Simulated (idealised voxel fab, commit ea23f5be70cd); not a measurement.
Process module name: voxel capacitor over wiring
The figure presents cross-section cut, which has a width of 180 nm and is divided into square cells with an edge length of 5 nm.
Cross-section format: a grid of square cells, given as bands from top to bottom; each band is one or more rows of cells.
First you get the band's top height and its bottom height, in nm, and then the materials it's made of, left to right, with each width in nm. If you see a single material with "all across", that one covers the band edge to edge. "air" is empty space.
Height reference: 0 = level under which incoming wafer is all one material. Lowest band: no bottom, runs on downward, e.g. "0 -> down".
A width such as "30 to 40" changes by the same amount from each row of cells to the next, from the band's top row to its bottom row.
Given "nothing was modified" for a step, no cell of the cross-section differs between before and after that step.
"Listed closed voids" - sealed voids, min. 8 cells, no opening to top; format: width x height at distance (distance from left edge; nm throughout).
What comes after the settings on a step's line is commentary from the simulator itself on that step.
A step line may carry the setting "overlay nm", which, for steps involving a mask, states the distance by which the mask lay to the right of its intended position; negative values denote displacement to the left.
**List of planned process steps**
step 1: RECEIVE | material Si
step 2: CONFORMAL_DEP | material SiO2 | thk nm 15
step 3: CONFORMAL_DEP | material SiN | thk nm 5
step 4: DIRECTIONAL_DEP | material lowk | thk nm 20
step 5: DIRECTIONAL_DEP | material aC | thk nm 10
step 6: PATTERN | tone open | mask id METAL_1 | material resist | width nm 25 | pitch nm 75 | thk nm 30 | overlay nm 0
step 7: DIRECTIONAL_ETCH | etch materials aC | depth nm 10
step 8: STRIP | etch materials resist
step 9: DIRECTIONAL_ETCH | etch materials lowk | depth nm 20
step 10: DIRECTIONAL_ETCH | etch materials SiN | depth nm 5
step 11: STRIP | etch materials aC
step 12: CONFORMAL_DEP | material TiN | thk nm 5
step 13: FILL_DEP | material W | thk nm 10
step 14: CMP | height nm 40
step 15: CONFORMAL_DEP | material SiCN | thk nm 5
step 16: DIRECTIONAL_DEP | material lowk | thk nm 15
step 17: DIRECTIONAL_DEP | material aC | thk nm 15
step 18: PATTERN | tone open | mask id PLUG_1 | material resist | width nm 15 | thk nm 35 | overlay nm 0
step 19: DIRECTIONAL_ETCH | etch materials aC | depth nm 15
step 20: STRIP | etch materials resist
step 21: DIRECTIONAL_ETCH | etch materials lowk | depth nm 15
step 22: DIRECTIONAL_ETCH | etch materials SiCN | depth nm 5
step 23: STRIP | etch materials aC
step 24: CONFORMAL_DEP | material TiN | thk nm 5
step 25: FILL_DEP | material Ru | thk nm 5
step 26: CMP | height nm 60
step 27: DIRECTIONAL_DEP | material TiN | thk nm 10
step 28: DIRECTIONAL_DEP | material Al2O3 | thk nm 5
step 29: DIRECTIONAL_DEP | material TiN | thk nm 5
step 30: PATTERN | tone cover | mask id UPPER_PLATE | material resist | width nm 55 | thk nm 20 | overlay nm 0
step 31: DIRECTIONAL_ETCH | etch materials TiN | depth nm 5
step 32: DIRECTIONAL_ETCH | etch materials Al2O3 | depth nm 5
step 33: STRIP | etch materials resist
step 34: PATTERN | tone cover | mask id LOWER_PLATE | material resist | width nm 65 | thk nm 20 | overlay nm 0
step 35: DIRECTIONAL_ETCH | etch materials TiN | depth nm 10
step 36: STRIP | etch materials resist
step 37: FILL_DEP | material SiO2 | thk nm 20
step 38: CMP | height nm 95
step 39: DIRECTIONAL_DEP | material aC | thk nm 15
step 40: PATTERN | tone open | mask id PLUG_2 | material resist | width nm 15 | thk nm 30 | overlay nm 0
step 41: DIRECTIONAL_ETCH | etch materials aC | depth nm 15
step 42: STRIP | etch materials resist
step 43: DIRECTIONAL_ETCH | etch materials SiO2 | depth nm 15
step 44: STRIP | etch materials aC
step 45: CONFORMAL_DEP | material TiN | thk nm 5
step 46: FILL_DEP | material Cu | thk nm 10
step 47: CMP | height nm 95
step 48: CONFORMAL_DEP | material SiN | thk nm 5
**Run as planned: first of two wafers**
**Incoming wafer in cross-section (state: after step 1)**
* 0 -> down = Si all across
* Listed closed voids: none
**Cross-section: wafer state after step 2**
* 15 -> 0 = SiO2 all across
* Nothing below the height 0 has changed.
**Cross-section: wafer state after step 3**
* 20 -> 15 = SiN all across
* Nothing below the height 15 has changed.
**Cross-section: wafer state after step 4**
* 40 -> 20 = lowk all across
* Nothing below the height 20 has changed.
**Cross-section: wafer state after step 5**
* 50 -> 40 = aC all across
* Nothing below the height 40 has changed.
**Cross-section: wafer state after step 6**
* 80 -> 50 = 40 of resist, then 25 of air, then 50 of resist, then 25 of air, then 40 of resist
* Nothing below the height 50 has changed.
**Cross-section: wafer state after step 7**
* 70 -> 50 = 40 of resist, then 25 of air, then 50 of resist, then 25 of air, then 40 of resist
* 50 -> 40 = 40 of aC, then 25 of air, then 50 of aC, then 25 of air, then 40 of aC
* Nothing below the height 40 has changed.
**Cross-section: wafer state after step 8**
* 50 -> 40 = 40 of aC, then 25 of air, then 50 of aC, then 25 of air, then 40 of aC
* Nothing below the height 40 has changed.
**Cross-section: wafer state after step 9**
* 50 -> 40 = 40 of aC, then 25 of air, then 50 of aC, then 25 of air, then 40 of aC
* 40 -> 20 = 40 of lowk, then 25 of air, then 50 of lowk, then 25 of air, then 40 of lowk
* Nothing below the height 20 has changed.
**Cross-section: wafer state after step 10**
* 50 -> 40 = 40 of aC, then 25 of air, then 50 of aC, then 25 of air, then 40 of aC
* 40 -> 20 = 40 of lowk, then 25 of air, then 50 of lowk, then 25 of air, then 40 of lowk
* 20 -> 15 = 40 of SiN, then 25 of air, then 50 of SiN, then 25 of air, then 40 of SiN
* Nothing below the height 15 has changed.
**Cross-section: wafer state after step 11**
* 40 -> 20 = 40 of lowk, then 25 of air, then 50 of lowk, then 25 of air, then 40 of lowk
* Nothing below the height 20 has changed.
**Cross-section: wafer state after step 12**
* 45 -> 40 = 45 of TiN, then 15 of air, then 60 of TiN, then 15 of air, then 45 of TiN
* 40 -> 20 = 40 of lowk, then 5 of TiN, then 15 of air, then 5 of TiN, then 50 of lowk, then 5 of TiN, then 15 of air, then 5 of TiN, then 40 of lowk
* 20 -> 15 = 40 of SiN, then 25 of TiN, then 50 of SiN, then 25 of TiN, then 40 of SiN
* Nothing below the height 15 has changed.
**Cross-section: wafer state after step 13**
* 55 -> 45 = W all across
* 45 -> 40 = 45 of TiN, then 15 of W, then 60 of TiN, then 15 of W, then 45 of TiN
* 40 -> 20 = 40 of lowk, then 5 of TiN, then 15 of W, then 5 of TiN, then 50 of lowk, then 5 of TiN, then 15 of W, then 5 of TiN, then 40 of lowk
* Nothing below the height 20 has changed.
**Cross-section: wafer state after step 14**
* 40 -> 20 = 40 of lowk, then 5 of TiN, then 15 of W, then 5 of TiN, then 50 of lowk, then 5 of TiN, then 15 of W, then 5 of TiN, then 40 of lowk
* Nothing below the height 20 has changed.
**Cross-section: wafer state after step 15**
* 45 -> 40 = SiCN all across
* Nothing below the height 40 has changed.
**Cross-section: wafer state after step 16**
* 60 -> 45 = lowk all across
* Nothing below the height 45 has changed.
**Cross-section: wafer state after step 17**
* 75 -> 60 = aC all across
* Nothing below the height 60 has changed.
**Cross-section: wafer state after step 18**
* 110 -> 75 = 50 of resist, then 15 of air, then 115 of resist
* Nothing below the height 75 has changed.
**Cross-section: wafer state after step 19**
* 95 -> 75 = 50 of resist, then 15 of air, then 115 of resist
* 75 -> 60 = 50 of aC, then 15 of air, then 115 of aC
* Nothing below the height 60 has changed.
**Cross-section: wafer state after step 20**
* 75 -> 60 = 50 of aC, then 15 of air, then 115 of aC
* Nothing below the height 60 has changed.
**Cross-section: wafer state after step 21**
* 75 -> 60 = 50 of aC, then 15 of air, then 115 of aC
* 60 -> 45 = 50 of lowk, then 15 of air, then 115 of lowk
* Nothing below the height 45 has changed.
**Cross-section: wafer state after step 22**
* 75 -> 60 = 50 of aC, then 15 of air, then 115 of aC
* 60 -> 45 = 50 of lowk, then 15 of air, then 115 of lowk
* 45 -> 40 = 50 of SiCN, then 15 of air, then 115 of SiCN
* Nothing below the height 40 has changed.
**Cross-section: wafer state after step 23**
* 60 -> 45 = 50 of lowk, then 15 of air, then 115 of lowk
* Nothing below the height 45 has changed.
**Cross-section: wafer state after step 24**
* 65 -> 60 = 55 of TiN, then 5 of air, then 120 of TiN
* 60 -> 45 = 50 of lowk, then 5 of TiN, then 5 of air, then 5 of TiN, then 115 of lowk
* 45 -> 40 = 50 of SiCN, then 15 of TiN, then 115 of SiCN
* Nothing below the height 40 has changed.
**Cross-section: wafer state after step 25**
* 70 -> 65 = Ru all across
* 65 -> 60 = 55 of TiN, then 5 of Ru, then 120 of TiN
* 60 -> 45 = 50 of lowk, then 5 of TiN, then 5 of Ru, then 5 of TiN, then 115 of lowk
* Nothing below the height 45 has changed.
**Cross-section: wafer state after step 26**
* 60 -> 45 = 50 of lowk, then 5 of TiN, then 5 of Ru, then 5 of TiN, then 115 of lowk
* Nothing below the height 45 has changed.
**Cross-section: wafer state after step 27**
* 70 -> 60 = TiN all across
* Nothing below the height 60 has changed.
**Cross-section: wafer state after step 28**
* 75 -> 70 = Al2O3 all across
* Nothing below the height 70 has changed.
**Cross-section: wafer state after step 29**
* 80 -> 75 = TiN all across
* Nothing below the height 75 has changed.
**Cross-section: wafer state after step 30**
* 100 -> 80 = 50 of air, then 55 of resist, then 75 of air
* Nothing below the height 80 has changed.
**Cross-section: wafer state after step 31**
* 100 -> 80 = 50 of air, then 55 of resist, then 75 of air
* 80 -> 75 = 50 of air, then 55 of TiN, then 75 of air
* Nothing below the height 75 has changed.
**Cross-section: wafer state after step 32**
* 100 -> 80 = 50 of air, then 55 of resist, then 75 of air
* 80 -> 75 = 50 of air, then 55 of TiN, then 75 of air
* 75 -> 70 = 50 of air, then 55 of Al2O3, then 75 of air
* Nothing below the height 70 has changed.
**Cross-section: wafer state after step 33**
* 80 -> 75 = 50 of air, then 55 of TiN, then 75 of air
* Nothing below the height 75 has changed.
**Cross-section: wafer state after step 34**
* 100 -> 80 = 45 of air, then 65 of resist, then 70 of air
* 80 -> 75 = 45 of air, then 5 of resist, then 55 of TiN, then 5 of resist, then 70 of air
* 75 -> 70 = 45 of air, then 5 of resist, then 55 of Al2O3, then 5 of resist, then 70 of air
* Nothing below the height 70 has changed.
**Cross-section: wafer state after step 35**
* 100 -> 80 = 45 of air, then 65 of resist, then 70 of air
* 80 -> 75 = 45 of air, then 5 of resist, then 55 of TiN, then 5 of resist, then 70 of air
* 75 -> 70 = 45 of air, then 5 of resist, then 55 of Al2O3, then 5 of resist, then 70 of air
* 70 -> 60 = 45 of air, then 65 of TiN, then 70 of air
* Nothing below the height 60 has changed.
**Cross-section: wafer state after step 36**
* 80 -> 75 = 50 of air, then 55 of TiN, then 75 of air
* 75 -> 70 = 50 of air, then 55 of Al2O3, then 75 of air
* Nothing below the height 70 has changed.
**Cross-section: wafer state after step 37**
* 100 -> 80 = SiO2 all across
* 80 -> 75 = 50 of SiO2, then 55 of TiN, then 75 of SiO2
* 75 -> 70 = 50 of SiO2, then 55 of Al2O3, then 75 of SiO2
* 70 -> 60 = 45 of SiO2, then 65 of TiN, then 70 of SiO2
* Nothing below the height 60 has changed.
**Cross-section: wafer state after step 38**
* 95 -> 80 = SiO2 all across
* Nothing below the height 80 has changed.
**Cross-section: wafer state after step 39**
* 110 -> 95 = aC all across
* Nothing below the height 95 has changed.
**Cross-section: wafer state after step 40**
* 140 -> 110 = 60 of resist, then 15 of air, then 105 of resist
* Nothing below the height 110 has changed.
**Cross-section: wafer state after step 41**
* 125 -> 110 = 60 of resist, then 15 of air, then 105 of resist
* 110 -> 95 = 60 of aC, then 15 of air, then 105 of aC
* Nothing below the height 95 has changed.
**Cross-section: wafer state after step 42**
* 110 -> 95 = 60 of aC, then 15 of air, then 105 of aC
* Nothing below the height 95 has changed.
**Cross-section: wafer state after step 43**
* 110 -> 95 = 60 of aC, then 15 of air, then 105 of aC
* 95 -> 80 = 60 of SiO2, then 15 of air, then 105 of SiO2
* Nothing below the height 80 has changed.
**Cross-section: wafer state after step 44**
* 95 -> 80 = 60 of SiO2, then 15 of air, then 105 of SiO2
* Nothing below the height 80 has changed.
**Cross-section: wafer state after step 45**
* 100 -> 95 = 65 of TiN, then 5 of air, then 110 of TiN
* 95 -> 85 = 60 of SiO2, then 5 of TiN, then 5 of air, then 5 of TiN, then 105 of SiO2
* 85 -> 75 = 60 to 50 of SiO2, then 15 to 55 of TiN, then 105 to 75 of SiO2
* Nothing below the height 75 has changed.
**Cross-section: wafer state after step 46**
* 110 -> 100 = Cu all across
* 100 -> 95 = 65 of TiN, then 5 of Cu, then 110 of TiN
* 95 -> 85 = 60 of SiO2, then 5 of TiN, then 5 of Cu, then 5 of TiN, then 105 of SiO2
* Nothing below the height 85 has changed.
**Cross-section: wafer state after step 47**
* 95 -> 85 = 60 of SiO2, then 5 of TiN, then 5 of Cu, then 5 of TiN, then 105 of SiO2
* Nothing below the height 85 has changed.
**Cross-section: wafer state after step 48**
* 100 -> 95 = SiN all across
* Nothing below the height 95 has changed.
**The second wafer began exactly as the first did and followed the same plan, but one mistake was made while running it; through step 27 inclusive, the two wafers are identical**
Second wafer shown in cross-section at the time step 28 was slated to end: nothing was modified
**Second wafer shown in cross-section at the time step 29 was slated to end**
* 75 -> 60 = TiN all across
* Nothing below the height 60 has changed.
**Second wafer shown in cross-section at the time step 30 was slated to end**
* 95 -> 75 = 50 of air, then 55 of resist, then 75 of air
* Nothing below the height 75 has changed.
**Second wafer shown in cross-section at the time step 31 was slated to end**
* 95 -> 75 = 50 of air, then 55 of resist, then 75 of air
* 75 -> 70 = 50 of air, then 55 of TiN, then 75 of air
* Nothing below the height 70 has changed.
Second wafer shown in cross-section at the time step 32 was slated to end: nothing was modified
**Second wafer shown in cross-section at the time step 33 was slated to end**
* 75 -> 70 = 50 of air, then 55 of TiN, then 75 of air
* Nothing below the height 70 has changed.
**Second wafer shown in cross-section at the time step 34 was slated to end**
* 95 -> 75 = 45 of air, then 65 of resist, then 70 of air
* 75 -> 70 = 45 of air, then 5 of resist, then 55 of TiN, then 5 of resist, then 70 of air
* Nothing below the height 70 has changed.
**Second wafer shown in cross-section at the time step 35 was slated to end**
* 95 -> 75 = 45 of air, then 65 of resist, then 70 of air
* 75 -> 70 = 45 of air, then 5 of resist, then 55 of TiN, then 5 of resist, then 70 of air
* 70 -> 60 = 45 of air, then 65 of TiN, then 70 of air
* Nothing below the height 60 has changed.
**Second wafer shown in cross-section at the time step 36 was slated to end**
* 75 -> 70 = 50 of air, then 55 of TiN, then 75 of air
* Nothing below the height 70 has changed.
**Second wafer shown in cross-section at the time step 37 was slated to end**
* 95 -> 75 = SiO2 all across
* 75 -> 70 = 50 of SiO2, then 55 of TiN, then 75 of SiO2
* 70 -> 60 = 45 of SiO2, then 65 of TiN, then 70 of SiO2
* Nothing below the height 60 has changed.
Second wafer shown in cross-section at the time step 38 was slated to end: nothing was modified
**Second wafer shown in cross-section at the time step 39 was slated to end**
* 110 -> 95 = aC all across
* Nothing below the height 95 has changed.
**Second wafer shown in cross-section at the time step 40 was slated to end**
* 140 -> 110 = 60 of resist, then 15 of air, then 105 of resist
* Nothing below the height 110 has changed.
**Second wafer shown in cross-section at the time step 41 was slated to end**
* 125 -> 110 = 60 of resist, then 15 of air, then 105 of resist
* 110 -> 95 = 60 of aC, then 15 of air, then 105 of aC
* Nothing below the height 95 has changed.
**Second wafer shown in cross-section at the time step 42 was slated to end**
* 110 -> 95 = 60 of aC, then 15 of air, then 105 of aC
* Nothing below the height 95 has changed.
**Second wafer shown in cross-section at the time step 43 was slated to end**
* 110 -> 95 = 60 of aC, then 15 of air, then 105 of aC
* 95 -> 80 = 60 of SiO2, then 15 of air, then 105 of SiO2
* Nothing below the height 80 has changed.
**Second wafer shown in cross-section at the time step 44 was slated to end**
* 95 -> 80 = 60 of SiO2, then 15 of air, then 105 of SiO2
* Nothing below the height 80 has changed.
**Second wafer shown in cross-section at the time step 45 was slated to end**
* 100 -> 95 = 65 of TiN, then 5 of air, then 110 of TiN
* 95 -> 85 = 60 of SiO2, then 5 of TiN, then 5 of air, then 5 of TiN, then 105 of SiO2
* 85 -> 80 = 60 of SiO2, then 15 of TiN, then 105 of SiO2
* Nothing below the height 80 has changed.
**Second wafer shown in cross-section at the time step 46 was slated to end**
* 110 -> 100 = Cu all across
* 100 -> 95 = 65 of TiN, then 5 of Cu, then 110 of TiN
* 95 -> 85 = 60 of SiO2, then 5 of TiN, then 5 of Cu, then 5 of TiN, then 105 of SiO2
* Nothing below the height 85 has changed.
**Second wafer shown in cross-section at the time step 47 was slated to end**
* 95 -> 85 = 60 of SiO2, then 5 of TiN, then 5 of Cu, then 5 of TiN, then 105 of SiO2
* Nothing below the height 85 has changed.
**Second wafer shown in cross-section at the time step 48 was slated to end**
* 100 -> 95 = SiN all across
* Nothing below the height 95 has changed.
what went wrong: heads up, step 28 of the plan was skipped and never actually ran
FYI, end of process, the second wafer has more or fewer cells of some materials than the first: 11 fewer of Al2O3; 11 more of SiO2
